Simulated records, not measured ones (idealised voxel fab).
process module | voxel self aligned contacts
cross-section cut | 245 nm wide | cells 5 nm
A cross-section is a grid of square cells, given in bands from the top down. A band is one or more rows of cells.
Each band's line starts with the height of the band's top and of its bottom, in nm. Then come its materials from left to right, each with its width in nm. One material with "throughout" fills the band from edge to edge. "air" is empty space.
Height 0 is the level under which the wafer as received is all one material. The lowest band goes on downwards, as in "0 down".
A width such as "30 to 40" changes by the same amount from each row of cells to the next, from the band's top row to its bottom row.
"no change" after a step means that no cell of the cross-section changed.
closed voids: empty space of 8 cells or more with no open way to the top, each as width x height at its distance from the left edge, in nm
after a step's settings: what the simulator itself notes on the step
overlay nm, on a step with a mask: how far to the right of its planned place the mask lay; to the left if negative
plan
1 op RECEIVE | material Si
2 op CONFORMAL_DEP | material SiO2 | thk nm 5
3 op DIRECTIONAL_DEP | material polySi | thk nm 20
4 op DIRECTIONAL_DEP | material SiN | thk nm 20
5 op PATTERN | tone cover | mask id GATE | material resist | width nm 35 | pitch nm 70 | thk nm 20 | overlay nm 0
6 op DIRECTIONAL_ETCH | etch materials SiN | depth nm 20
7 op DIRECTIONAL_ETCH | etch materials polySi | depth nm 20
8 op STRIP | etch materials resist
9 op CONFORMAL_DEP | material SiN | thk nm 5
10 op DIRECTIONAL_ETCH | etch materials SiN | depth nm 5
11 op FILL_DEP | material SiO2 | thk nm 10
12 op CMP | height nm 50
13 op DIRECTIONAL_DEP | material aC | thk nm 15
14 op PATTERN | tone open | mask id CONTACT | material resist | width nm 45 | pitch nm 70 | thk nm 35 | overlay nm 0
15 op DIRECTIONAL_ETCH | etch materials aC | depth nm 15
16 op STRIP | etch materials resist
17 op DIRECTIONAL_ETCH | etch materials SiO2 | depth nm 50
18 op STRIP | etch materials aC
19 op CONFORMAL_DEP | material TiN | thk nm 5
20 op FILL_DEP | material W | thk nm 5
21 op CMP | height nm 50
22 op CONFORMAL_DEP | material SiCN | thk nm 5
as received, after step 1
  0 down: Si throughout
  closed voids: none
a wafer at the end: this start, this plan, one mistake
  55 to 50: SiCN throughout
  50 to 45: SiO2 65 | TiN 15 | aC 15 | TiN 15 | SiO2 25 | TiN 15 | aC 15 | TiN 15 | SiO2 65
  45 to 25: SiO2 30 | SiN 45 | TiN 5 | aC 15 | TiN 5 | SiN 45 | TiN 5 | aC 15 | TiN 5 | SiN 45 | SiO2 30
  25 to 5: SiO2 30 | SiN 5 | polySi 35 | SiN 5 | TiN 5 | aC 15 | TiN 5 | SiN 5 | polySi 35 | SiN 5 | TiN 5 | aC 15 | TiN 5 | SiN 5 | polySi 35 | SiN 5 | SiO2 30
  5 to 0: SiO2 75 | TiN 25 | SiO2 45 | TiN 25 | SiO2 75
  0 down: Si throughout
  closed voids: none
what went wrong: step 20 ran as: op FILL_DEP | material aC | thk nm 5
